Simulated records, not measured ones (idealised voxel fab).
Module name: voxel transistor to metal (process module)
Shown is cross-section cut, with a width of 175 nm and square cells of size 5 nm.
We lay out every cross-section as a grid of square cells and spell it out in bands from the top down, where one band means one or more rows of cells.
Within each band entry, the heights of the top and of the bottom of the band appear first, in that order and in nm; the materials of the band then follow from left to right, each with its corresponding width in nm. The designation "full width" on a single material indicates that it fills the band from edge to edge; the designation "air" indicates empty space.
Where do heights start? At 0: under that level the wafer as delivered is made of one material only. And the lowest band has no floor; it just carries on downward, as in "0 down".
Width "30..40": first value at the band's top row of cells, second value at its bottom row, equal change from row to row.
Where a step carries "everything unchanged", the cross-section came out of it unchanged, cell for cell.
"closed voids": empty spaces of 8 cells or more with no open way to the top, each given as width x height at distance, distance from the left edge, all in nm.
Note: text after step settings on the step line = simulator remark on that step.
overlay nm, on a step with a mask: how far to the right of its planned place the mask lay; to the left if negative
## Intended process steps
1,RECEIVE, material Si
2,OXIDIZE, depth nm 5
3,CONFORMAL_DEP, material SiN, thk nm 10
4,DIRECTIONAL_DEP, material aC, thk nm 10
5,PATTERN, tone cover, mask id ACTIVE, material resist, width nm 105, thk nm 30, overlay nm 0
6,DIRECTIONAL_ETCH, etch materials aC, depth nm 10
7,STRIP, etch materials resist
8,DIRECTIONAL_ETCH, etch materials SiN, depth nm 10
9,DIRECTIONAL_ETCH, etch materials SiO2, depth nm 5
10,DIRECTIONAL_ETCH, etch materials Si, depth nm 25
11,STRIP, etch materials aC
12,FILL_DEP, material SiO2, thk nm 15
13,CMP, height nm 10
14,SELECTIVE_ETCH, etch materials SiO2, depth nm 5
15,STRIP, etch materials SiN
16,SELECTIVE_ETCH, etch materials SiO2, depth nm 5
17,OXIDIZE, depth nm 5
18,DIRECTIONAL_DEP, material polySi, thk nm 30
19,DIRECTIONAL_DEP, material SiCN, thk nm 15
20,PATTERN, tone cover, mask id GATE, material resist, width nm 15, thk nm 20, overlay nm 0
21,DIRECTIONAL_ETCH, etch materials SiCN, depth nm 25
22,DIRECTIONAL_ETCH, etch materials polySi, depth nm 40
23,STRIP, etch materials resist
24,CONFORMAL_DEP, material SiO2, thk nm 5
25,DIRECTIONAL_ETCH, etch materials SiO2, depth nm 5
26,CONFORMAL_DEP, material SiN, thk nm 10
27,DIRECTIONAL_ETCH, etch materials SiN, depth nm 10
28,DIRECTIONAL_ETCH, etch materials SiO2, depth nm 5
29,DIRECTIONAL_ETCH, etch materials Si, depth nm 15
30,EPI, material pSi, thk nm 20
31,FILL_DEP, material SiO2, thk nm 5
32,CMP, height nm 40
33,DIRECTIONAL_DEP, material SiO2, thk nm 15
34,PATTERN, tone open, mask id CONTACT, material resist, width nm 20, pitch nm 65, thk nm 20, overlay nm 0
35,DIRECTIONAL_ETCH, etch materials SiO2, depth nm 45
36,STRIP, etch materials resist
37,CONFORMAL_DEP, material TiN, thk nm 5
38,FILL_DEP, material Ru, thk nm 5
39,CMP, height nm 55
40,DIRECTIONAL_DEP, material TiN, thk nm 5
41,DIRECTIONAL_DEP, material Ru, thk nm 25
42,PATTERN, tone cover, mask id METAL_1, material resist, width nm 20, pitch nm 65, thk nm 20, overlay nm 0
43,DIRECTIONAL_ETCH, etch materials Ru, depth nm 25
44,DIRECTIONAL_ETCH, etch materials TiN, depth nm 5
45,STRIP, etch materials resist
46,FILL_DEP, material SiO2, thk nm 5
47,CMP, height nm 85
48,CONFORMAL_DEP, material SiN, thk nm 5
## The cross-section here shows the wafer as received, i.e. in its state after step 1
	0 down = Si full width
	closed voids: none
## One mistake in running the module, otherwise start and plan as above: cross-section at the end
	90 to 85 = SiN full width
	85 to 60 = 45 of SiO2 / 20 of Ru / 45 of SiO2 / 20 of Ru / 45 of SiO2
	60 to 55 = 45 of SiO2 / 20 of TiN / 45 of SiO2 / 20 of TiN / 45 of SiO2
	55 to 40 = 50 of SiO2 / 5 of TiN / 5 of Ru / 5 of TiN / 50 of SiO2 / 5 of TiN / 5 of Ru / 5 of TiN / 45 of SiO2
	40 to 25 = 50 of SiO2 / 5 of TiN / 5 of Ru / 5 of TiN / 10 of SiN / 5 of SiO2 / 15 of SiCN / 5 of SiO2 / 10 of SiN / 5 of SiO2 / 5 of TiN / 5 of Ru / 5 of TiN / 45 of SiO2
	25 to 15 = 50 of SiO2 / 5 of TiN / 5 of Ru / 5 of TiN / 10 of SiN / 5 of SiO2 / 15 of polySi / 5 of SiO2 / 10 of SiN / 5 of SiO2 / 5 of TiN / 5 of Ru / 5 of TiN / 45 of SiO2
	15 to 10 = 50 of SiO2 / 15 of TiN / 10 of SiN / 5 of SiO2 / 15 of polySi / 5 of SiO2 / 10 of SiN / 5 of SiO2 / 15 of TiN / 45 of SiO2
	10 to 0 = 35 of SiO2 / 30 of pSi / 10 of SiN / 5 of SiO2 / 15 of polySi / 5 of SiO2 / 10 of SiN / 30 of pSi / 35 of SiO2
	0 to -5 = 35 of SiO2 / 10 of SiN / 20 of pSi / 10 of SiN / 5 of SiO2 / 15 of polySi / 5 of SiO2 / 10 of SiN / 20 of pSi / 10 of SiN / 35 of SiO2
	-5 to -10 = 45 of SiO2 / 20 of pSi / 45 of SiO2 / 20 of pSi / 45 of SiO2
	-10 to -25 = 35 of SiO2 / 10 of Si / 20 of pSi / 45 of Si / 20 of pSi / 10 of Si / 35 of SiO2
	-25 to -30 = 35 of SiO2 / 105 of Si / 35 of SiO2
	-30 down = Si full width
	closed voids: none
What went wrong in running the wafer? for step 34, the planned setting was not used; the step was instead run as PATTERN, tone open, mask id CONTACT, material resist, width nm 15, pitch nm 65, thk nm 20, overlay nm 0
